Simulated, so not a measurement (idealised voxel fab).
The process module presented herein is designated voxel fin reveal.
Square cell edge 5 nm, section width 245 nm, ID cut.
For the purposes of this document, a cross-section shall be understood as a grid of square cells, specified as bands listed in top-to-bottom order, each band consisting of one or more rows of cells. The entry gives the band's vertical extent as a top height and a bottom height in nm, then its horizontal make-up as materials from left to right, each with a width in nm. "empty" stands for empty space; a single material marked "throughout" fills the band edge to edge. Measure heights from 0. That's the level where, below it, the as-received wafer is all one material. The lowest band is bottomless and extends downward; write it as in "0 nm and below". Width "30->40": first value at the band's top row of cells, second value at its bottom row, equal change from row to row. "no alterations made" -> step changed no cross-section cell. Look at "Voids, fully enclosed" for the closed voids: empty spaces with no open path to the top, sized 8 cells or up. Each is width x height at distance, distance from the left edge, all nm. Past the settings on a step's line: simulator remark, on that step. overlay nm: on a step with a mask, how far right of its planned place the mask lay; negative means left.
## The following list gives the planned process steps
- 1: RECEIVE [material Si]
- 2: CONFORMAL_DEP [material SiN] [thk nm 5]
- 3: DIRECTIONAL_DEP [material aC] [thk nm 10]
- 4: PATTERN [tone cover] [mask id FINS] [material resist] [width nm 15] [pitch nm 40] [thk nm 25] [overlay nm 0]
- 5: DIRECTIONAL_ETCH [etch materials aC] [depth nm 10]
- 6: STRIP [etch materials resist]
- 7: DIRECTIONAL_ETCH [etch materials SiN] [depth nm 5]
- 8: DIRECTIONAL_ETCH [etch materials Si] [depth nm 35]
- 9: STRIP [etch materials aC]
- 10: OXIDIZE [depth nm 5]
- 11: FILL_DEP [material SiO2] [thk nm 5]
- 12: CMP [height nm 5]
- 13: SELECTIVE_ETCH [etch materials SiO2] [depth nm 30]
- 14: STRIP [etch materials SiN]
## First of two wafers: run as planned
## This is the cross-section of the wafer as we received it, i.e. after step 1
> 0 nm and below: Si throughout
> Voids, fully enclosed: none
## Cross-section through the wafer, step 2 finished
> 5 nm to 0 nm: SiN throughout
> Nothing below the height 0 has changed.
## Cross-section through the wafer, step 3 finished
> 15 nm to 5 nm: aC throughout
> Nothing below the height 5 has changed.
## Cross-section through the wafer, step 4 finished
> 40 nm to 15 nm: empty: 75; resist: 15; empty: 25; resist: 15; empty: 25; resist: 15; empty: 75
> Nothing below the height 15 has changed.
## Cross-section through the wafer, step 5 finished
> 30 nm to 15 nm: empty: 75; resist: 15; empty: 25; resist: 15; empty: 25; resist: 15; empty: 75
> 15 nm to 5 nm: empty: 75; aC: 15; empty: 25; aC: 15; empty: 25; aC: 15; empty: 75
> Nothing below the height 5 has changed.
## Cross-section through the wafer, step 6 finished
> 15 nm to 5 nm: empty: 75; aC: 15; empty: 25; aC: 15; empty: 25; aC: 15; empty: 75
> Nothing below the height 5 has changed.
## Cross-section through the wafer, step 7 finished
> 15 nm to 5 nm: empty: 75; aC: 15; empty: 25; aC: 15; empty: 25; aC: 15; empty: 75
> 5 nm to 0 nm: empty: 75; SiN: 15; empty: 25; SiN: 15; empty: 25; SiN: 15; empty: 75
> Nothing below the height 0 has changed.
## Cross-section through the wafer, step 8 finished
> 15 nm to 5 nm: empty: 75; aC: 15; empty: 25; aC: 15; empty: 25; aC: 15; empty: 75
> 5 nm to 0 nm: empty: 75; SiN: 15; empty: 25; SiN: 15; empty: 25; SiN: 15; empty: 75
> 0 nm to -35 nm: empty: 75; Si: 15; empty: 25; Si: 15; empty: 25; Si: 15; empty: 75
> Nothing below the height -35 has changed.
## Cross-section through the wafer, step 9 finished
> 5 nm to 0 nm: empty: 75; SiN: 15; empty: 25; SiN: 15; empty: 25; SiN: 15; empty: 75
> Nothing below the height 0 has changed.
## Cross-section through the wafer, step 10 finished
> 5 nm to 0 nm: empty: 75; SiN: 15; empty: 25; SiN: 15; empty: 25; SiN: 15; empty: 75
> 0 nm to -35 nm: empty: 75; SiO2: 5; Si: 5; SiO2: 5; empty: 25; SiO2: 5; Si: 5; SiO2: 5; empty: 25; SiO2: 5; Si: 5; SiO2: 5; empty: 75
> -35 nm to -40 nm: SiO2: 80; Si: 5; SiO2: 35; Si: 5; SiO2: 35; Si: 5; SiO2: 80
> Nothing below the height -40 has changed.
## Cross-section through the wafer, step 11 finished
> 10 nm to 5 nm: SiO2 throughout
> 5 nm to 0 nm: SiO2: 75; SiN: 15; SiO2: 25; SiN: 15; SiO2: 25; SiN: 15; SiO2: 75
> 0 nm to -40 nm: SiO2: 80; Si: 5; SiO2: 35; Si: 5; SiO2: 35; Si: 5; SiO2: 80
> Nothing below the height -40 has changed.
## Cross-section through the wafer, step 12 finished
> 5 nm to 0 nm: SiO2: 75; SiN: 15; SiO2: 25; SiN: 15; SiO2: 25; SiN: 15; SiO2: 75
> Nothing below the height 0 has changed.
## Cross-section through the wafer, step 13 finished
> 5 nm to 0 nm: empty: 75; SiN: 15; empty: 25; SiN: 15; empty: 25; SiN: 15; empty: 75
> 0 nm to -25 nm: empty: 80; Si: 5; empty: 35; Si: 5; empty: 35; Si: 5; empty: 80
> Nothing below the height -25 has changed.
## Cross-section through the wafer, step 14 finished
> 0 nm to -25 nm: empty: 80; Si: 5; empty: 35; Si: 5; empty: 35; Si: 5; empty: 80
> Nothing below the height -25 has changed.
## It is to be noted that the second wafer proceeded from the same initial state and according to the same plan as the first, although one mistake was committed in its execution; through step 12, inclusive, the two wafers share an identical history
## Second wafer profile in section, at the moment step 13 of the plan was meant to be complete
> 5 nm to 0 nm: empty: 75; SiN: 15; empty: 25; SiN: 15; empty: 25; SiN: 15; empty: 75
> 0 nm to -40 nm: empty: 80; Si: 5; empty: 35; Si: 5; empty: 35; Si: 5; empty: 80
> Nothing below the height -40 has changed.
## Second wafer profile in section, at the moment step 14 of the plan was meant to be complete
> 0 nm to -40 nm: empty: 80; Si: 5; empty: 35; Si: 5; empty: 35; Si: 5; empty: 80
> Nothing below the height -40 has changed.
Plan not followed: the plan had its step 13 run twice
Bottom line after processing is that, in cells, the second wafer is up or down on some materials versus the first: SiO2: 138 fewer
